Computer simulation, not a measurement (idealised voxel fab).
The name of this process module is voxel ribs on slabs.
Displayed cross-section: cut, width of 190 nm, square cells sized 5 nm.
A cross-section in this document is a grid of square cells, and it is written down as bands, the top band listed before the ones below it; a band is made up of one or more rows of cells. For a band, the entry starts with two heights in nm, that of the top and then that of the bottom, and carries on with the band's materials in order from left to right, each alongside its width in nm; the word "throughout" beside a single material means it fills the band edge to edge, and "blank" means empty space. Convention: height 0 is the level below which the wafer, as received, is all one material. The lowest band does not terminate at the bottom but continues downward, represented as "0..down". When a width is written as two numbers, as in "30->40", the first number is the width in the top row of cells of the band and the second is the width in its bottom row, and the width changes by the same amount from each row to the next. Basically "remained the same" means that step didn't change any cell in the cross-section. Closed-off voids of 8+ cells (no open route to the top) go in "Listed closed voids", written width x height at distance from the left edge, in nm. Whatever follows a step's settings on its line is a remark the simulator itself makes about that step. "overlay nm" answers the question of how far to the right of plan the mask lay on a step that has a mask, and when it is negative the answer is to the left.

-- List of planned process steps
1. RECEIVE,material Si
2. DIRECTIONAL_DEP,material SiO2,thk nm 30
3. DIRECTIONAL_DEP,material polySi,thk nm 20
4. DIRECTIONAL_DEP,material aC,thk nm 10
5. PATTERN,tone cover,mask id RIB,material resist,width nm 30,thk nm 30,overlay nm 0
6. DIRECTIONAL_ETCH,etch materials aC,depth nm 10
7. STRIP,etch materials resist
8. DIRECTIONAL_ETCH,etch materials polySi,depth nm 5
9. STRIP,etch materials aC
10. DIRECTIONAL_DEP,material aC,thk nm 10
11. PATTERN,tone cover,mask id SLAB,material resist,width nm 80,thk nm 25,overlay nm 0
12. DIRECTIONAL_ETCH,etch materials aC,depth nm 10
13. STRIP,etch materials resist
14. DIRECTIONAL_ETCH,etch materials polySi,depth nm 15
15. STRIP,etch materials aC
16. FILL_DEP,material SiO2,thk nm 30
17. CMP,height nm 70
18. DIRECTIONAL_DEP,material TiN,thk nm 5
19. PATTERN,tone cover,mask id HEATER,material resist,width nm 40,thk nm 20,overlay nm 0
20. DIRECTIONAL_ETCH,etch materials TiN,depth nm 5
21. STRIP,etch materials resist
22. CONFORMAL_DEP,material SiO2,thk nm 10

-- Cross-sectional view of the wafer in its as-received condition, corresponding to the state after step 1
    0..down: Si throughout
    Listed closed voids: none

-- End-of-module cross-section of the first of two wafers, processed as planned
    85..80: blank 65, SiO2 60, blank 65
    80..75: SiO2 throughout
    75..70: SiO2 75, TiN 40, SiO2 75
    70..50: SiO2 throughout
    50..45: SiO2 80, polySi 30, SiO2 80
    45..30: SiO2 55, polySi 80, SiO2 55
    30..0: SiO2 throughout
    0..down: Si throughout
    Listed closed voids: none

-- Module end: cross-section of wafer two of two. Same start and process plan as the first wafer. One mistake during execution
    85..80: blank 65, SiO2 60, blank 65
    80..75: SiO2 throughout
    75..70: SiO2 75, TiN 40, SiO2 75
    70..50: SiO2 throughout
    50..45: SiO2 75, polySi 30, SiO2 85
    45..30: SiO2 55, polySi 80, SiO2 55
    30..0: SiO2 throughout
    0..down: Si throughout
    Listed closed voids: none
Finding, execution versus plan: step 5: run off-plan, actual operation and settings PATTERN,tone cover,mask id RIB,material resist,width nm 30,thk nm 30,overlay nm -5
At the close, every material occupies the same number of cells on the second wafer as on the first, only in different positions.
